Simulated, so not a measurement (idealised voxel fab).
process module | voxel spacer lines
The cross-section shown here is cut; it is 210 nm wide and divided into square cells measuring 5 nm on a side.
This document writes a cross-section as a grid whose cells are square, and gives it as bands, listed from the top down; one or more rows of cells form a band. The entry gives the band's vertical extent as a top height and a bottom height in nm, then its horizontal make-up as materials from left to right, each with a width in nm. "blank" stands for empty space; a single material marked "full width" fills the band edge to edge. A quick word on heights: they are counted from 0, and under that level the wafer as it came to us is one material throughout. The lowest band is different from the rest in having no bottom; it simply continues downward, written as in "0 and below". The notation "30 to 40" denotes a width that varies across the rows of cells in the band, beginning at the first number in the top row, finishing at the second number in the bottom row, and changing by an identical amount from each row to the next. Given "nothing got changed" for a step, no cell of the cross-section differs between before and after that step. Closed-off voids: empty space of 8 cells or more with no open way to the top, each as width x height at its distance from the left edge, in nm. The remark found on a step's line after its settings is issued by the simulator itself and pertains to that step. overlay nm: right-of-plan distance of the mask on a masked step; negative values mean left-of-plan.

This section lists the process steps that were planned
1,RECEIVE (material Si)
2,CONFORMAL_DEP (material Al2O3; thk nm 10)
3,DIRECTIONAL_DEP (material TiN; thk nm 10)
4,DIRECTIONAL_DEP (material polySi; thk nm 30)
5,PATTERN (tone cover; mask id MANDREL; material resist; width nm 15; pitch nm 50; thk nm 40; overlay nm 0)
6,DIRECTIONAL_ETCH (etch materials polySi; depth nm 30)
7,STRIP (etch materials resist)
8,CONFORMAL_DEP (material SiO2; thk nm 10)
9,DIRECTIONAL_ETCH (etch materials SiO2; depth nm 5)
10,STRIP (etch materials polySi)
11,DIRECTIONAL_ETCH (etch materials TiN; depth nm 10)
12,STRIP (etch materials SiO2)
Don't read the plan's depth nm for step 9 as applying to every wafer: that's the first wafer's value, and the wafers differ in it, though they all start identical.

Cross-section of the first of several wafers as received (after step 1)
* 0 and below = Si full width
* Closed-off voids: none

Here is the cross-section of the first of several wafers at the end of the module, after its last step, step 12
* 50 down to 20 = blank=45; polySi=15; blank=35; polySi=15; blank=35; polySi=15; blank=50
* 20 down to 10 = TiN full width
* 10 down to 0 = Al2O3 full width
* 0 and below = Si full width
* Closed-off voids: none

Final wafer of several, shown in cross-section at the end of the module
* 20 down to 10 = blank=35; TiN=10; blank=15; TiN=10; blank=15; TiN=10; blank=15; TiN=10; blank=15; TiN=10; blank=15; TiN=10; blank=40
* 10 down to 0 = Al2O3 full width
* 0 and below = Si full width
* Closed-off voids: none

Quick key for the table: a row per wafer, taken at the end of the module. For each material it tells you how many cells the wafer gained (+) or lost (-) since it came in, and the closed voids come after
depth nm 5, +84 Al2O3, +84 TiN, +54 polySi, Closed-off voids: none
depth nm 10, +84 Al2O3, +24 TiN, Closed-off voids: none
depth nm 15, +84 Al2O3, +24 TiN, Closed-off voids: none
depth nm 20, +84 Al2O3, +24 TiN, Closed-off voids: none
depth nm 25, +84 Al2O3, +24 TiN, Closed-off voids: none
